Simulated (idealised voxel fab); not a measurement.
process module | voxel capacitor over wiring
cross-section cut | 250 nm wide | cells 5 nm
A cross-section is a grid of square cells, given in bands from the top down. A band is one or more rows of cells.
Each band's line starts with the height of the band's top and of its bottom, in nm. Then come its materials from left to right, each with its width in nm. One material with "throughout" fills the band from edge to edge. "air" is empty space.
Height 0 is the level under which the wafer as received is all one material. The lowest band goes on downwards, as in "0 down".
A width such as "30 to 40" changes by the same amount from each row of cells to the next, from the band's top row to its bottom row.
"no change" after a step means that no cell of the cross-section changed.
closed voids: empty space of 8 cells or more with no open way to the top, each as width x height at its distance from the left edge, in nm
after a step's settings: what the simulator itself notes on the step
overlay nm, on a step with a mask: how far to the right of its planned place the mask lay; to the left if negative
plan
1 op RECEIVE | material Si
2 op CONFORMAL_DEP | material SiO2 | thk nm 15
3 op CONFORMAL_DEP | material SiCN | thk nm 5
4 op DIRECTIONAL_DEP | material lowk | thk nm 15
5 op DIRECTIONAL_DEP | material aC | thk nm 15
6 op PATTERN | tone open | mask id METAL_1 | material resist | width nm 30 | pitch nm 90 | thk nm 30 | overlay nm 0
7 op DIRECTIONAL_ETCH | etch materials aC | depth nm 15
8 op STRIP | etch materials resist
9 op DIRECTIONAL_ETCH | etch materials lowk | depth nm 15
10 op DIRECTIONAL_ETCH | etch materials SiCN | depth nm 5
11 op STRIP | etch materials aC
12 op CONFORMAL_DEP | material TiN | thk nm 5
13 op FILL_DEP | material Cu | thk nm 10
14 op CMP | height nm 35
15 op CONFORMAL_DEP | material SiCN | thk nm 5
16 op DIRECTIONAL_DEP | material SiO2 | thk nm 15
17 op MASKED_ETCH | tone open | mask id PLUG_1 | width nm 15 | etch materials SiO2 | depth nm 15 | overlay nm 0
18 op MASKED_ETCH | tone open | mask id PLUG_1 | width nm 15 | etch materials SiCN | depth nm 5 | overlay nm 0
19 op EPI | material Ru | thk nm 10
20 op EPI | material Ru | thk nm 10
21 op DIRECTIONAL_DEP | material TiN | thk nm 10
22 op DIRECTIONAL_DEP | material Al2O3 | thk nm 5
23 op DIRECTIONAL_DEP | material TiN | thk nm 10
24 op MASKED_ETCH | tone cover | mask id UPPER_PLATE | width nm 65 | etch materials TiN | depth nm 10 | overlay nm 0
25 op MASKED_ETCH | tone cover | mask id UPPER_PLATE | width nm 65 | etch materials Al2O3 | depth nm 5 | overlay nm 0
26 op PATTERN | tone cover | mask id LOWER_PLATE | material resist | width nm 75 | thk nm 20 | overlay nm 0
27 op DIRECTIONAL_ETCH | etch materials TiN | depth nm 10
28 op STRIP | etch materials resist
29 op FILL_DEP | material SiO2 | thk nm 15
30 op CMP | height nm 90
31 op PATTERN | tone open | mask id PLUG_2 | material resist | width nm 15 | thk nm 15 | overlay nm 0
32 op DIRECTIONAL_ETCH | etch materials SiO2 | depth nm 10
33 op STRIP | etch materials resist
34 op CONFORMAL_DEP | material TiN | thk nm 5
35 op FILL_DEP | material Ru | thk nm 5
36 op CMP | height nm 90
37 op CONFORMAL_DEP | material SiCN | thk nm 5
as received, after step 1
  0 down: Si throughout
  closed voids: none
a wafer at the end: this start, this plan, one mistake
  95 to 90: SiCN throughout
  90 to 85: SiO2 90 | TiN 5 | Ru 5 | TiN 5 | SiO2 145
  85 to 80: SiO2 90 | TiN 15 | SiO2 145
  80 to 70: SiO2 80 | TiN 65 | SiO2 105
  70 to 65: SiO2 80 | Al2O3 65 | SiO2 105
  65 to 55: SiO2 75 | TiN 75 | SiO2 100
  55 to 40: SiO2 80 | Ru 15 | SiO2 155
  40 to 35: SiCN 80 | Ru 5 | SiCN 165
  35 to 20: lowk 65 | TiN 5 | Cu 20 | TiN 5 | lowk 60 | TiN 5 | Cu 20 | TiN 5 | lowk 65
  20 to 15: SiCN 65 | TiN 30 | SiCN 60 | TiN 30 | SiCN 65
  15 to 0: SiO2 throughout
  0 down: Si throughout
  closed voids: none
what went wrong: step 18 ran as: op MASKED_ETCH | tone open | mask id PLUG_1 | width nm 15 | etch materials SiCN | depth nm 5 | overlay nm -10
